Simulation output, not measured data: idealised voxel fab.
The document below concerns the process module designated voxel transistor to metal.
Cross-sectional view cut (width: 280 nm; square cell size: 5 nm).
Cross-section, as written here: a square-cell grid given band by band from the top down, where a band holds one or more rows of cells. Band: top height; bottom height; in nm. Then, left to right: material with width in nm, for each material. "throughout": a single material spanning edge to edge. "empty": empty space. Ref level 0: as-received wafer is one material below here. Bottom band extends down with no lower bound ("from 0 down"). You'd read "30->40" like this: the band's top row of cells is as wide as the first number, its bottom row is as wide as the second, and going down, every row changes width by the same amount as the row before did. Any step labelled "identical to before" changed none of the cells in the cross-section. "Closed-off voids" means: voids of 8 cells or more that are shut off from the top with no open way through. Written width x height at distance, distance from the left edge, in nm. Note: text after step settings on the step line = simulator remark on that step. For masked steps, "overlay nm" on the step line gives how far right of plan the mask actually lay; a minus sign means it lay to the left.
THE PROCESS STEPS THAT WERE PLANNED ARE LISTED BELOW
1,RECEIVE with material Si
2,OXIDIZE with depth nm 5
3,CONFORMAL_DEP with material SiN, thk nm 10
4,PATTERN with tone cover, mask id ACTIVE, material resist, width nm 110, pitch nm 130, thk nm 15, overlay nm 0
5,DIRECTIONAL_ETCH with etch materials SiN, depth nm 10
6,DIRECTIONAL_ETCH with etch materials SiO2, depth nm 5
7,DIRECTIONAL_ETCH with etch materials Si, depth nm 35
8,STRIP with etch materials resist
9,FILL_DEP with material SiO2, thk nm 10
10,CMP with height nm 10
11,SELECTIVE_ETCH with etch materials SiO2, depth nm 10
12,STRIP with etch materials SiN
13,SELECTIVE_ETCH with etch materials SiO2, depth nm 5
14,OXIDIZE with depth nm 5
15,DIRECTIONAL_DEP with material polySi, thk nm 25
16,DIRECTIONAL_DEP with material SiCN, thk nm 15
17,MASKED_ETCH with tone cover, mask id GATE, width nm 30, pitch nm 130, etch materials SiCN, depth nm 25, overlay nm 0
18,MASKED_ETCH with tone cover, mask id GATE, width nm 30, pitch nm 130, etch materials polySi, depth nm 35, overlay nm 0
19,CONFORMAL_DEP with material SiN, thk nm 10
20,DIRECTIONAL_ETCH with etch materials SiN, depth nm 10
21,DIRECTIONAL_ETCH with etch materials SiO2, depth nm 5
22,DIRECTIONAL_ETCH with etch materials Si, depth nm 5
23,EPI with material nSi, thk nm 5
24,FILL_DEP with material SiO2, thk nm 5
25,CMP with height nm 20
26,STRIP with etch materials polySi
27,SELECTIVE_ETCH with etch materials SiO2, depth nm 5
28,CONFORMAL_DEP with material HfO2, thk nm 5
29,CONFORMAL_DEP with material TiN, thk nm 5
30,FILL_DEP with material W, thk nm 5
31,CMP with height nm 15
32,DIRECTIONAL_DEP with material SiO2, thk nm 10
33,PATTERN with tone open, mask id CONTACT, material resist, width nm 15, thk nm 15, overlay nm 0
34,DIRECTIONAL_ETCH with etch materials SiO2, depth nm 35
35,STRIP with etch materials resist
36,CONFORMAL_DEP with material TiN, thk nm 5
37,FILL_DEP with material W, thk nm 10
38,CMP with height nm 25
39,CONFORMAL_DEP with material SiCN, thk nm 5
40,DIRECTIONAL_DEP with material lowk, thk nm 25
41,PATTERN with tone open, mask id METAL_1, material resist, width nm 15, thk nm 15, overlay nm 0
42,DIRECTIONAL_ETCH with etch materials lowk, depth nm 25
43,DIRECTIONAL_ETCH with etch materials SiCN, depth nm 5
44,STRIP with etch materials resist
45,CONFORMAL_DEP with material TiN, thk nm 5
46,FILL_DEP with material Ru, thk nm 5
47,CMP with height nm 55
48,CONFORMAL_DEP with material SiCN, thk nm 5
CROSS-SECTION: WAFER ON ARRIVAL = AFTER STEP 1
    from 0 down | Si throughout
    Closed-off voids: none
FINAL WAFER PROFILE IN CROSS-SECTION AFTER THE MODULE, FROM THE SAME START AND PLAN AS ABOVE, WITH ONE MISTAKE MADE DURING PROCESSING
    from 60 to 55 | SiCN throughout
    from 55 to 30 | lowk 30 nm / TiN 5 nm / Ru 5 nm / TiN 5 nm / lowk 60 nm / TiN 5 nm / Ru 5 nm / TiN 5 nm / lowk 40 nm / TiN 5 nm / Ru 5 nm / TiN 5 nm / lowk 60 nm / TiN 5 nm / Ru 5 nm / TiN 5 nm / lowk 30 nm
    from 30 to 25 | SiCN 30 nm / TiN 15 nm / SiCN 60 nm / TiN 15 nm / SiCN 40 nm / TiN 15 nm / SiCN 60 nm / TiN 15 nm / SiCN 30 nm
    from 25 to 15 | SiO2 30 nm / TiN 5 nm / W 5 nm / TiN 5 nm / SiO2 60 nm / TiN 5 nm / W 5 nm / TiN 5 nm / SiO2 40 nm / TiN 5 nm / W 5 nm / TiN 5 nm / SiO2 60 nm / TiN 5 nm / W 5 nm / TiN 5 nm / SiO2 30 nm
    from 15 to 0 | SiO2 30 nm / TiN 5 nm / W 5 nm / TiN 5 nm / SiO2 5 nm / SiN 10 nm / HfO2 5 nm / TiN 5 nm / W 10 nm / TiN 5 nm / HfO2 5 nm / SiN 10 nm / SiO2 5 nm / TiN 5 nm / W 5 nm / TiN 5 nm / SiO2 40 nm / TiN 5 nm / W 5 nm / TiN 5 nm / SiO2 5 nm / SiN 10 nm / HfO2 5 nm / TiN 5 nm / W 10 nm / TiN 5 nm / HfO2 5 nm / SiN 10 nm / SiO2 5 nm / TiN 5 nm / W 5 nm / TiN 5 nm / SiO2 30 nm
    from 0 to -5 | SiO2 30 nm / TiN 5 nm / W 5 nm / TiN 5 nm / SiO2 5 nm / SiN 10 nm / HfO2 5 nm / TiN 20 nm / HfO2 5 nm / SiN 10 nm / SiO2 5 nm / TiN 5 nm / W 5 nm / TiN 5 nm / SiO2 40 nm / TiN 5 nm / W 5 nm / TiN 5 nm / SiO2 5 nm / SiN 10 nm / HfO2 5 nm / TiN 20 nm / HfO2 5 nm / SiN 10 nm / SiO2 5 nm / TiN 5 nm / W 5 nm / TiN 5 nm / SiO2 30 nm
    from -5 to -10 | SiO2 30 nm / TiN 15 nm / nSi 5 nm / SiO2 5 nm / HfO2 40 nm / SiO2 5 nm / nSi 5 nm / TiN 15 nm / SiO2 40 nm / TiN 15 nm / nSi 5 nm / SiO2 5 nm / HfO2 40 nm / SiO2 5 nm / nSi 5 nm / TiN 15 nm / SiO2 30 nm
    from -10 to -15 | SiO2 20 nm / nSi 30 nm / Si 50 nm / nSi 30 nm / SiO2 20 nm / nSi 30 nm / Si 50 nm / nSi 30 nm / SiO2 20 nm
    from -15 to -75 | SiO2 20 nm / Si 110 nm / SiO2 20 nm / Si 110 nm / SiO2 20 nm
    from -75 down | Si throughout
    Closed-off voids: none
What went wrong in running the wafer? yeah, plan step 7 got run twice
